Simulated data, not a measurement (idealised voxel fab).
Presented below is a process module, voxel gate over fins.
Cross-sectional view cut (width: 160 nm; square cell size: 5 nm).
A cross-section is written here as square cells arranged in a grid, and it is given in bands from the top down, each band taking up one or more rows of cells.
Top height, bottom height, nm. Materials left to right, width each, nm. Single material + "throughout" = fills band edge to edge. "air" = empty.
We count height from 0. Below that, the starting wafer is all one material. The lowest band never ends at the bottom but goes on down; see "0 -> down" for how that is written.
When a width is written as two numbers, as in "30 to 40", the first number is the width in the top row of cells of the band and the second is the width in its bottom row, and the width changes by the same amount from each row to the next.
Step note "stayed the same" = no cross-section cell changed.
This entry, "Completely sealed voids", enumerates those empty regions of no fewer than 8 cells that possess no open connection to the top. Each region is reported in the form width x height at distance, the distance being taken from the left edge, with all three quantities expressed in nm.
after a step's settings: what the simulator itself notes on the step
"overlay nm" answers the question of how far to the right of plan the mask lay on a step that has a mask, and when it is negative the answer is to the left.

### Planned step list for the process
1 RECEIVE with material Si
2 CONFORMAL_DEP with material SiN, thk nm 5
3 PATTERN with tone cover, mask id FINS, material resist, width nm 15, pitch nm 50, thk nm 15, overlay nm 0
4 DIRECTIONAL_ETCH with etch materials SiN, depth nm 5
5 DIRECTIONAL_ETCH with etch materials Si, depth nm 40
6 STRIP with etch materials resist
7 FILL_DEP with material SiO2, thk nm 15
8 CMP with height nm 5
9 DIRECTIONAL_DEP with material aC, thk nm 15
10 PATTERN with tone open, mask id RAIL, material resist, width nm 15, thk nm 30, overlay nm 0
11 DIRECTIONAL_ETCH with etch materials aC, depth nm 15
12 STRIP with etch materials resist
13 DIRECTIONAL_ETCH with etch materials SiO2, depth nm 40
14 STRIP with etch materials aC
15 CONFORMAL_DEP with material TiN, thk nm 5
16 FILL_DEP with material Ru, thk nm 5
17 CMP with height nm 5
18 SELECTIVE_ETCH with etch materials W Ru TiN, depth nm 25
19 FILL_DEP with material SiO2, thk nm 5
20 CMP with height nm 5
21 SELECTIVE_ETCH with etch materials SiO2, depth nm 15
22 STRIP with etch materials SiN
23 CONFORMAL_DEP with material HfO2, thk nm 5
24 CONFORMAL_DEP with material TiN, thk nm 5
25 CONFORMAL_DEP with material TiAl, thk nm 5
26 CONFORMAL_DEP with material TiN, thk nm 5
27 FILL_DEP with material W, thk nm 15
28 CMP with height nm 30
29 CONFORMAL_DEP with material SiCN, thk nm 10

### First wafer of two (run as planned)

### Step 1 complete: cross-section of the wafer as received
  0 -> down = Si throughout
  Completely sealed voids: none

### after step 2
  5 -> 0 = SiN throughout
  Everything under 0 stays put, no change at all.

### after step 3
  20 -> 5 = air=20 | resist=15 | air=35 | resist=15 | air=35 | resist=15 | air=25
  Everything under 5 stays put, no change at all.

### after step 4
  20 -> 5 = air=20 | resist=15 | air=35 | resist=15 | air=35 | resist=15 | air=25
  5 -> 0 = air=20 | SiN=15 | air=35 | SiN=15 | air=35 | SiN=15 | air=25
  Everything under 0 stays put, no change at all.

### after step 5
  20 -> 5 = air=20 | resist=15 | air=35 | resist=15 | air=35 | resist=15 | air=25
  5 -> 0 = air=20 | SiN=15 | air=35 | SiN=15 | air=35 | SiN=15 | air=25
  0 -> -40 = air=20 | Si=15 | air=35 | Si=15 | air=35 | Si=15 | air=25
  Everything under -40 stays put, no change at all.

### after step 6
  5 -> 0 = air=20 | SiN=15 | air=35 | SiN=15 | air=35 | SiN=15 | air=25
  Everything under 0 stays put, no change at all.

### after step 7
  20 -> 5 = SiO2 throughout
  5 -> 0 = SiO2=20 | SiN=15 | SiO2=35 | SiN=15 | SiO2=35 | SiN=15 | SiO2=25
  0 -> -40 = SiO2=20 | Si=15 | SiO2=35 | Si=15 | SiO2=35 | Si=15 | SiO2=25
  Everything under -40 stays put, no change at all.

### after step 8
  5 -> 0 = SiO2=20 | SiN=15 | SiO2=35 | SiN=15 | SiO2=35 | SiN=15 | SiO2=25
  Everything under 0 stays put, no change at all.

### after step 9
  20 -> 5 = aC throughout
  Everything under 5 stays put, no change at all.

### after step 10
  50 -> 20 = resist=45 | air=15 | resist=100
  Everything under 20 stays put, no change at all.

### after step 11
  35 -> 20 = resist=45 | air=15 | resist=100
  20 -> 5 = aC=45 | air=15 | aC=100
  Everything under 5 stays put, no change at all.

### after step 12
  20 -> 5 = aC=45 | air=15 | aC=100
  Everything under 5 stays put, no change at all.

### after step 13
  20 -> 5 = aC=45 | air=15 | aC=100
  5 -> 0 = SiO2=20 | SiN=15 | SiO2=10 | air=15 | SiO2=10 | SiN=15 | SiO2=35 | SiN=15 | SiO2=25
  0 -> -35 = SiO2=20 | Si=15 | SiO2=10 | air=15 | SiO2=10 | Si=15 | SiO2=35 | Si=15 | SiO2=25
  Everything under -35 stays put, no change at all.

### after step 14
  5 -> 0 = SiO2=20 | SiN=15 | SiO2=10 | air=15 | SiO2=10 | SiN=15 | SiO2=35 | SiN=15 | SiO2=25
  Everything under 0 stays put, no change at all.

### after step 15
  10 -> 5 = TiN=50 | air=5 | TiN=105
  5 -> 0 = SiO2=20 | SiN=15 | SiO2=10 | TiN=5 | air=5 | TiN=5 | SiO2=10 | SiN=15 | SiO2=35 | SiN=15 | SiO2=25
  0 -> -30 = SiO2=20 | Si=15 | SiO2=10 | TiN=5 | air=5 | TiN=5 | SiO2=10 | Si=15 | SiO2=35 | Si=15 | SiO2=25
  -30 -> -35 = SiO2=20 | Si=15 | SiO2=10 | TiN=15 | SiO2=10 | Si=15 | SiO2=35 | Si=15 | SiO2=25
  Everything under -35 stays put, no change at all.

### after step 16
  15 -> 10 = Ru throughout
  10 -> 5 = TiN=50 | Ru=5 | TiN=105
  5 -> 0 = SiO2=20 | SiN=15 | SiO2=10 | TiN=5 | Ru=5 | TiN=5 | SiO2=10 | SiN=15 | SiO2=35 | SiN=15 | SiO2=25
  0 -> -30 = SiO2=20 | Si=15 | SiO2=10 | TiN=5 | Ru=5 | TiN=5 | SiO2=10 | Si=15 | SiO2=35 | Si=15 | SiO2=25
  Everything under -30 stays put, no change at all.

### after step 17
  5 -> 0 = SiO2=20 | SiN=15 | SiO2=10 | TiN=5 | Ru=5 | TiN=5 | SiO2=10 | SiN=15 | SiO2=35 | SiN=15 | SiO2=25
  Everything under 0 stays put, no change at all.

### after step 18
  5 -> 0 = SiO2=20 | SiN=15 | SiO2=10 | air=15 | SiO2=10 | SiN=15 | SiO2=35 | SiN=15 | SiO2=25
  0 -> -20 = SiO2=20 | Si=15 | SiO2=10 | air=15 | SiO2=10 | Si=15 | SiO2=35 | Si=15 | SiO2=25
  Everything under -20 stays put, no change at all.

### after step 19
  10 -> 5 = SiO2 throughout
  5 -> 0 = SiO2=20 | SiN=15 | SiO2=35 | SiN=15 | SiO2=35 | SiN=15 | SiO2=25
  0 -> -20 = SiO2=20 | Si=15 | SiO2=35 | Si=15 | SiO2=35 | Si=15 | SiO2=25
  Everything under -20 stays put, no change at all.

### after step 20
  5 -> 0 = SiO2=20 | SiN=15 | SiO2=35 | SiN=15 | SiO2=35 | SiN=15 | SiO2=25
  Everything under 0 stays put, no change at all.

### after step 21
  5 -> 0 = air=20 | SiN=15 | air=35 | SiN=15 | air=35 | SiN=15 | air=25
  0 -> -10 = air=20 | Si=15 | air=35 | Si=15 | air=35 | Si=15 | air=25
  Everything under -10 stays put, no change at all.

### after step 22
  0 -> -10 = air=20 | Si=15 | air=35 | Si=15 | air=35 | Si=15 | air=25
  Everything under -10 stays put, no change at all.

### after step 23
  5 -> 0 = air=15 | HfO2=25 | air=25 | HfO2=25 | air=25 | HfO2=25 | air=20
  0 -> -5 = air=15 | HfO2=5 | Si=15 | HfO2=5 | air=25 | HfO2=5 | Si=15 | HfO2=5 | air=25 | HfO2=5 | Si=15 | HfO2=5 | air=20
  -5 -> -10 = HfO2=20 | Si=15 | HfO2=35 | Si=15 | HfO2=35 | Si=15 | HfO2=25
  Everything under -10 stays put, no change at all.

### after step 24
  10 -> 5 = air=10 | TiN=35 | air=15 | TiN=35 | air=15 | TiN=35 | air=15
  5 -> 0 = air=10 | TiN=5 | HfO2=25 | TiN=5 | air=15 | TiN=5 | HfO2=25 | TiN=5 | air=15 | TiN=5 | HfO2=25 | TiN=5 | air=15
  0 -> -5 = TiN=15 | HfO2=5 | Si=15 | HfO2=5 | TiN=25 | HfO2=5 | Si=15 | HfO2=5 | TiN=25 | HfO2=5 | Si=15 | HfO2=5 | TiN=20
  Everything under -5 stays put, no change at all.

### after step 25
  15 -> 10 = air=5 | TiAl=45 | air=5 | TiAl=45 | air=5 | TiAl=45 | air=10
  10 -> 5 = air=5 | TiAl=5 | TiN=35 | TiAl=5 | air=5 | TiAl=5 | TiN=35 | TiAl=5 | air=5 | TiAl=5 | TiN=35 | TiAl=5 | air=10
  5 -> 0 = TiAl=10 | TiN=5 | HfO2=25 | TiN=5 | TiAl=15 | TiN=5 | HfO2=25 | TiN=5 | TiAl=15 | TiN=5 | HfO2=25 | TiN=5 | TiAl=15
  Everything under 0 stays put, no change at all.

### after step 26
  20 -> 15 = TiN=155 | air=5
  15 -> 10 = TiN=5 | TiAl=45 | TiN=5 | TiAl=45 | TiN=5 | TiAl=45 | TiN=5 | air=5
  10 -> 5 = TiN=5 | TiAl=5 | TiN=35 | TiAl=5 | TiN=5 | TiAl=5 | TiN=35 | TiAl=5 | TiN=5 | TiAl=5 | TiN=35 | TiAl=5 | TiN=10
  Everything under 5 stays put, no change at all.

### after step 27
  35 -> 20 = W throughout
  20 -> 15 = TiN=155 | W=5
  15 -> 10 = TiN=5 | TiAl=45 | TiN=5 | TiAl=45 | TiN=5 | TiAl=45 | TiN=5 | W=5
  Everything under 10 stays put, no change at all.

### after step 28
  30 -> 20 = W throughout
  Everything under 20 stays put, no change at all.

### after step 29
  40 -> 30 = SiCN throughout
  Everything under 30 stays put, no change at all.

### Now the other wafer: same start, same recipe, but we messed up one thing when running it. Up to and including step 9 it's the same as the first one

### Second wafer shown in cross-section at the time step 10 was slated to end
  50 -> 20 = air=45 | resist=15 | air=100
  Everything under 20 stays put, no change at all.

### Second wafer shown in cross-section at the time step 11 was slated to end
  35 -> 20 = air=45 | resist=15 | air=100
  20 -> 5 = air=45 | aC=15 | air=100
  Everything under 5 stays put, no change at all.

### Second wafer shown in cross-section at the time step 12 was slated to end
  20 -> 5 = air=45 | aC=15 | air=100
  Everything under 5 stays put, no change at all.

### Second wafer shown in cross-section at the time step 13 was slated to end
  20 -> 5 = air=45 | aC=15 | air=100
  5 -> 0 = air=20 | SiN=15 | air=10 | SiO2=15 | air=10 | SiN=15 | air=35 | SiN=15 | air=25
  0 -> -35 = air=20 | Si=15 | air=10 | SiO2=15 | air=10 | Si=15 | air=35 | Si=15 | air=25
  Everything under -35 stays put, no change at all.

### Second wafer shown in cross-section at the time step 14 was slated to end
  5 -> 0 = air=20 | SiN=15 | air=10 | SiO2=15 | air=10 | SiN=15 | air=35 | SiN=15 | air=25
  Everything under 0 stays put, no change at all.

### Second wafer shown in cross-section at the time step 15 was slated to end
  10 -> 5 = air=15 | TiN=75 | air=25 | TiN=25 | air=20
  5 -> 0 = air=15 | TiN=5 | SiN=15 | TiN=10 | SiO2=15 | TiN=10 | SiN=15 | TiN=5 | air=25 | TiN=5 | SiN=15 | TiN=5 | air=20
  0 -> -30 = air=15 | TiN=5 | Si=15 | TiN=10 | SiO2=15 | TiN=10 | Si=15 | TiN=5 | air=25 | TiN=5 | Si=15 | TiN=5 | air=20
  -30 -> -35 = TiN=20 | Si=15 | TiN=10 | SiO2=15 | TiN=10 | Si=15 | TiN=35 | Si=15 | TiN=25
  Everything under -35 stays put, no change at all.

### Second wafer shown in cross-section at the time step 16 was slated to end
  15 -> 10 = Ru throughout
  10 -> 5 = Ru=15 | TiN=75 | Ru=25 | TiN=25 | Ru=20
  5 -> 0 = Ru=15 | TiN=5 | SiN=15 | TiN=10 | SiO2=15 | TiN=10 | SiN=15 | TiN=5 | Ru=25 | TiN=5 | SiN=15 | TiN=5 | Ru=20
  0 -> -30 = Ru=15 | TiN=5 | Si=15 | TiN=10 | SiO2=15 | TiN=10 | Si=15 | TiN=5 | Ru=25 | TiN=5 | Si=15 | TiN=5 | Ru=20
  Everything under -30 stays put, no change at all.

### Second wafer shown in cross-section at the time step 17 was slated to end
  5 -> 0 = Ru=15 | TiN=5 | SiN=15 | TiN=10 | SiO2=15 | TiN=10 | SiN=15 | TiN=5 | Ru=25 | TiN=5 | SiN=15 | TiN=5 | Ru=20
  Everything under 0 stays put, no change at all.

### Second wafer shown in cross-section at the time step 18 was slated to end
  5 -> 0 = air=20 | SiN=15 | air=10 | SiO2=15 | air=10 | SiN=15 | air=35 | SiN=15 | air=25
  0 -> -20 = air=20 | Si=15 | air=10 | SiO2=15 | air=10 | Si=15 | air=35 | Si=15 | air=25
  Everything under -20 stays put, no change at all.

### Second wafer shown in cross-section at the time step 19 was slated to end
  10 -> 5 = SiO2 throughout
  5 -> 0 = SiO2=20 | SiN=15 | SiO2=35 | SiN=15 | SiO2=35 | SiN=15 | SiO2=25
  0 -> -20 = SiO2=20 | Si=15 | SiO2=35 | Si=15 | SiO2=35 | Si=15 | SiO2=25
  Everything under -20 stays put, no change at all.

### Second wafer shown in cross-section at the time step 20 was slated to end
  5 -> 0 = SiO2=20 | SiN=15 | SiO2=35 | SiN=15 | SiO2=35 | SiN=15 | SiO2=25
  Everything under 0 stays put, no change at all.

### Second wafer shown in cross-section at the time step 21 was slated to end
  5 -> 0 = air=20 | SiN=15 | air=35 | SiN=15 | air=35 | SiN=15 | air=25
  0 -> -10 = air=20 | Si=15 | air=35 | Si=15 | air=35 | Si=15 | air=25
  Everything under -10 stays put, no change at all.

### Second wafer shown in cross-section at the time step 22 was slated to end
  0 -> -10 = air=20 | Si=15 | air=35 | Si=15 | air=35 | Si=15 | air=25
  Everything under -10 stays put, no change at all.

### Second wafer shown in cross-section at the time step 23 was slated to end
  5 -> 0 = air=15 | HfO2=25 | air=25 | HfO2=25 | air=25 | HfO2=25 | air=20
  0 -> -5 = air=15 | HfO2=5 | Si=15 | HfO2=5 | air=25 | HfO2=5 | Si=15 | HfO2=5 | air=25 | HfO2=5 | Si=15 | HfO2=5 | air=20
  -5 -> -10 = HfO2=20 | Si=15 | HfO2=35 | Si=15 | HfO2=35 | Si=15 | HfO2=25
  Everything under -10 stays put, no change at all.

### Second wafer shown in cross-section at the time step 24 was slated to end
  10 -> 5 = air=10 | TiN=35 | air=15 | TiN=35 | air=15 | TiN=35 | air=15
  5 -> 0 = air=10 | TiN=5 | HfO2=25 | TiN=5 | air=15 | TiN=5 | HfO2=25 | TiN=5 | air=15 | TiN=5 | HfO2=25 | TiN=5 | air=15
  0 -> -5 = TiN=15 | HfO2=5 | Si=15 | HfO2=5 | TiN=25 | HfO2=5 | Si=15 | HfO2=5 | TiN=25 | HfO2=5 | Si=15 | HfO2=5 | TiN=20
  Everything under -5 stays put, no change at all.

### Second wafer shown in cross-section at the time step 25 was slated to end
  15 -> 10 = air=5 | TiAl=45 | air=5 | TiAl=45 | air=5 | TiAl=45 | air=10
  10 -> 5 = air=5 | TiAl=5 | TiN=35 | TiAl=5 | air=5 | TiAl=5 | TiN=35 | TiAl=5 | air=5 | TiAl=5 | TiN=35 | TiAl=5 | air=10
  5 -> 0 = TiAl=10 | TiN=5 | HfO2=25 | TiN=5 | TiAl=15 | TiN=5 | HfO2=25 | TiN=5 | TiAl=15 | TiN=5 | HfO2=25 | TiN=5 | TiAl=15
  Everything under 0 stays put, no change at all.

### Second wafer shown in cross-section at the time step 26 was slated to end
  20 -> 15 = TiN=155 | air=5
  15 -> 10 = TiN=5 | TiAl=45 | TiN=5 | TiAl=45 | TiN=5 | TiAl=45 | TiN=5 | air=5
  10 -> 5 = TiN=5 | TiAl=5 | TiN=35 | TiAl=5 | TiN=5 | TiAl=5 | TiN=35 | TiAl=5 | TiN=5 | TiAl=5 | TiN=35 | TiAl=5 | TiN=10
  Everything under 5 stays put, no change at all.

### Second wafer shown in cross-section at the time step 27 was slated to end
  35 -> 20 = W throughout
  20 -> 15 = TiN=155 | W=5
  15 -> 10 = TiN=5 | TiAl=45 | TiN=5 | TiAl=45 | TiN=5 | TiAl=45 | TiN=5 | W=5
  Everything under 10 stays put, no change at all.

### Second wafer shown in cross-section at the time step 28 was slated to end
  30 -> 20 = W throughout
  Everything under 20 stays put, no change at all.

### Second wafer shown in cross-section at the time step 29 was slated to end
  40 -> 30 = SiCN throughout
  Everything under 30 stays put, no change at all.
So what did we get wrong on this run? step 10 was run on a setting that differed from the plan, and what really ran there is PATTERN with tone cover, mask id RAIL, material resist, width nm 15, thk nm 30, overlay nm 0
Wafer comparison, final, in cells, second relative to first, materials more or fewer: 22 more of Ru | 51 fewer of SiO2 | 29 more of TiN
